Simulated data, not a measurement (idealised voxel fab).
Process module in this document: voxel gate over fins
Cross-section cut: width 260 nm, square cells of 5 nm.
Notation: cross-section as square-cell grid; stated in bands, top first, going down; one or more cell rows per band. A band entry consists of two parts. The first gives the height of the band's top and the height of its bottom, in nm. The rest lists the band's materials from left to right, each with its width in nm. A single material labelled with the word "all across" fills the band from edge to edge, and the word "air" marks empty space. Basically, 0 is our baseline, since under it the wafer straight out of the box is all one material. The bottom band has no lower end and keeps on going down, so it looks like "0 and below". Width spec "30 to 40" -> top row of cells at first value, bottom row at second value, equal per-row change in between. Where a step carries "nothing altered", the cross-section came out of it unchanged, cell for cell. Heads up: "Completely enclosed voids" only lists the empty pockets with no open path to the top that are 8 cells or more, and it writes them as width x height at distance, distance from the left edge, in nm. Read whatever lies past the settings on a step's line as the simulator's own remark about the step. The line of a step may include "overlay nm". On a step with a mask, this value is how far to the right of its planned place the mask lay. A negative value means the mask lay to the left.
Steps in the process plan:
step 1: RECEIVE: material Si
step 2: CONFORMAL_DEP: material SiN, thk nm 5
step 3: MASKED_ETCH: tone cover, mask id FINS, width nm 15, pitch nm 60, etch materials SiN, depth nm 5, overlay nm 0
step 4: MASKED_ETCH: tone cover, mask id FINS, width nm 15, pitch nm 60, etch materials Si, depth nm 35, overlay nm 0
step 5: OXIDIZE: depth nm 5
step 6: FILL_DEP: material SiO2, thk nm 5
step 7: CMP: height nm 5
step 8: MASKED_ETCH: tone open, mask id RAIL, width nm 15, etch materials SiO2, depth nm 35, overlay nm 0
step 9: CONFORMAL_DEP: material TiN, thk nm 5
step 10: FILL_DEP: material Ru, thk nm 10
step 11: CMP: height nm 5
step 12: SELECTIVE_ETCH: etch materials W Ru TiN, depth nm 20
step 13: FILL_DEP: material SiO2, thk nm 5
step 14: CMP: height nm 5
step 15: SELECTIVE_ETCH: etch materials SiO2, depth nm 15
step 16: STRIP: etch materials SiN
step 17: CONFORMAL_DEP: material HfO2, thk nm 5
step 18: CONFORMAL_DEP: material TiN, thk nm 5
step 19: FILL_DEP: material W, thk nm 15
step 20: CMP: height nm 20
step 21: CONFORMAL_DEP: material SiN, thk nm 10
Shown in cross-section is the wafer as received, that is, as it stands after step 1:
> 0 and below  Si all across
> Completely enclosed voids: none
Starting wafer: above. Plan: above. Run: one mistake. Cross-section after the module: below:
> 30 down to 20  SiN all across
> 20 down to 10  W all across
> 10 down to 5  W 55 nm, then TiN 85 nm, then W 35 nm, then TiN 25 nm, then W 60 nm
> 5 down to 0  W 55 nm, then TiN 5 nm, then HfO2 15 nm, then TiN 10 nm, then HfO2 25 nm, then TiN 10 nm, then HfO2 15 nm, then TiN 5 nm, then W 35 nm, then TiN 5 nm, then HfO2 15 nm, then TiN 5 nm, then W 60 nm
> 0 down to -5  TiN 60 nm, then HfO2 5 nm, then Si 5 nm, then HfO2 5 nm, then TiN 10 nm, then HfO2 5 nm, then TiN 5 nm, then Ru 5 nm, then TiN 5 nm, then HfO2 5 nm, then TiN 10 nm, then HfO2 5 nm, then Si 5 nm, then HfO2 5 nm, then TiN 45 nm, then HfO2 5 nm, then Si 5 nm, then HfO2 5 nm, then TiN 65 nm
> -5 down to -10  HfO2 65 nm, then Si 5 nm, then HfO2 20 nm, then TiN 5 nm, then Ru 5 nm, then TiN 5 nm, then HfO2 20 nm, then Si 5 nm, then HfO2 55 nm, then Si 5 nm, then HfO2 70 nm
> -10 down to -25  SiO2 65 nm, then Si 5 nm, then SiO2 20 nm, then TiN 5 nm, then Ru 5 nm, then TiN 5 nm, then SiO2 20 nm, then Si 5 nm, then SiO2 55 nm, then Si 5 nm, then SiO2 70 nm
> -25 down to -30  SiO2 65 nm, then Si 5 nm, then SiO2 20 nm, then TiN 15 nm, then SiO2 20 nm, then Si 5 nm, then SiO2 55 nm, then Si 5 nm, then SiO2 70 nm
> -30 down to -40  SiO2 65 nm, then Si 5 nm, then SiO2 55 nm, then Si 5 nm, then SiO2 55 nm, then Si 5 nm, then SiO2 70 nm
> -40 and below  Si all across
> Completely enclosed voids: none
Finding, execution versus plan: no execution of plan step 11; skipped
